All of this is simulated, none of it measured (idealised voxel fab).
Process module under the name voxel double patterning
The figure presents cross-section cut, which has a width of 260 nm and is divided into square cells with an edge length of 5 nm.
Heads up, the way a cross-section reads in here is a grid of square cells, handed over as bands from the top down, with every band being one or more rows of cells.
Basically the band line says how high the top is and how high the bottom is, in nm, and then what's in it from left to right, every material with its width in nm. Empty space shows up as "empty", and if a single material carries "throughout" it runs the full band edge to edge.
We count height from 0. Below that, the starting wafer is all one material. The lowest band never ends at the bottom but goes on down; see "0 and below" for how that is written.
The notation "30..40" denotes a width that varies across the rows of cells in the band, beginning at the first number in the top row, finishing at the second number in the bottom row, and changing by an identical amount from each row to the next.
Step note "no alteration" = no cross-section cell changed.
So "Trapped voids" is basically the list of trapped voids: any empty space of 8 cells or more that can't reach the top through an opening. They're written width x height at distance, the distance being from the left edge, and it's all nm.
Formally, on a step line, whatever follows the settings is a remark that the simulator itself makes on the step.
overlay nm: step with mask; distance mask lay right of planned place; negative value = left of planned place.
Planned step list for the process
1 RECEIVE [material Si]
2 CONFORMAL_DEP [material SiO2] [thk nm 5]
3 DIRECTIONAL_DEP [material polySi] [thk nm 20]
4 DIRECTIONAL_DEP [material SiN] [thk nm 5]
5 PATTERN [tone open] [mask id FIRST] [material resist] [width nm 15] [pitch nm 50] [thk nm 20] [overlay nm 0]
6 DIRECTIONAL_ETCH [etch materials SiN] [depth nm 5]
7 STRIP [etch materials resist]
8 MASKED_ETCH [tone open] [mask id SECOND] [width nm 15] [pitch nm 50] [etch materials SiN] [depth nm 5] [overlay nm 0]
9 DIRECTIONAL_ETCH [etch materials polySi] [depth nm 20]
10 STRIP [etch materials SiN]
Wafer at receipt (post step 1), cross-section
0 and below = Si throughout
Trapped voids: none
First of two wafers, end-of-module section, run followed plan
25 down to 5 = polySi: 70, empty: 15, polySi: 10, empty: 15, polySi: 10, empty: 15, polySi: 10, empty: 15, polySi: 10, empty: 15, polySi: 75
5 down to 0 = SiO2 throughout
0 and below = Si throughout
Trapped voids: none
Cross-section at end of module for the second wafer of two, which matched the first in starting point and plan and differed by one mistake in its processing
45 down to 25 = polySi: 70, empty: 15, polySi: 10, empty: 15, polySi: 10, empty: 15, polySi: 10, empty: 15, polySi: 10, empty: 15, polySi: 75
25 down to 5 = polySi throughout
5 down to 0 = SiO2 throughout
0 and below = Si throughout
Trapped voids: none
What went wrong in running the wafer? step 3 of the plan was executed twice over
Looking at both finished wafers in cells, the second ends up ahead of or behind the first on some materials: polySi: 208 more
